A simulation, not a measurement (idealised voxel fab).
Process module heading - voxel air gaps
Square cell edge 5 nm, section width 295 nm, ID cut.
Heads up, the way a cross-section reads in here is a grid of square cells, handed over as bands from the top down, with every band being one or more rows of cells. Each band's line starts with the height of the band's top and of its bottom, in nm. Then come its materials from left to right, each with its width in nm. One material with "full width" fills the band from edge to edge. "empty" is empty space. Zero point of the height axis is 0; under it, received wafer = one material. Lowest band: continues down indefinitely, "0 nm and below". The width entry "30->40" should be interpreted row by row: the top row of cells in the band takes the first number, the bottom row takes the second number, and the change between adjacent rows is uniform throughout. Step marked "no change occurred"? Then no cell in the cross-section changed in it. You'll see "Closed internal voids" listing empty spaces that have no way open to the top, as long as they're 8 cells or more; the notation is width x height at distance, where the distance is from the left edge, and all of it is in nm. Step line, after settings: the simulator's comment on this step. overlay nm: on a step with a mask, how far right of its planned place the mask lay; negative means left.
**The steps planned for the process are as follows**
1: RECEIVE: material Si
2: CONFORMAL_DEP: material SiO2, thk nm 15
3: CONFORMAL_DEP: material SiCN, thk nm 5
4: DIRECTIONAL_DEP: material SiO2, thk nm 40
5: DIRECTIONAL_DEP: material aC, thk nm 10
6: PATTERN: tone open, mask id LINES, material resist, width nm 15, pitch nm 45, thk nm 30, overlay nm 0
7: DIRECTIONAL_ETCH: etch materials aC, depth nm 10
8: STRIP: etch materials resist
9: DIRECTIONAL_ETCH: etch materials SiO2, depth nm 40
10: STRIP: etch materials aC
11: CONFORMAL_DEP: material TiN, thk nm 5
12: FILL_DEP: material W, thk nm 5
13: CMP: height nm 60
14: EPI: material Ru, thk nm 10
15: SELECTIVE_ETCH: etch materials SiO2, depth nm 50
16: CONFORMAL_DEP: material SiCN, thk nm 5
**Cross-section of the wafer upon arrival, representing the state reached after step 1**
0 nm and below | Si full width
Closed internal voids: none
**End-of-module cross-section. Starting structure and process plan as above; one mistake made in running it**
75 nm to 70 nm | SiCN full width
70 nm to 60 nm | Ru full width
60 nm to 55 nm | TiN=100, then W=5, then TiN=40, then W=5, then TiN=40, then W=5, then TiN=100
55 nm to 20 nm | SiO2=95, then TiN=5, then W=5, then TiN=5, then SiO2=30, then TiN=5, then W=5, then TiN=5, then SiO2=30, then TiN=5, then W=5, then TiN=5, then SiO2=95
20 nm to 15 nm | SiO2=95, then TiN=15, then SiO2=30, then TiN=15, then SiO2=30, then TiN=15, then SiO2=95
15 nm to 0 nm | SiO2 full width
0 nm and below | Si full width
Closed internal voids: none
What went wrong in running the wafer? execution of step 3 of the plan did not take place, the step having been omitted
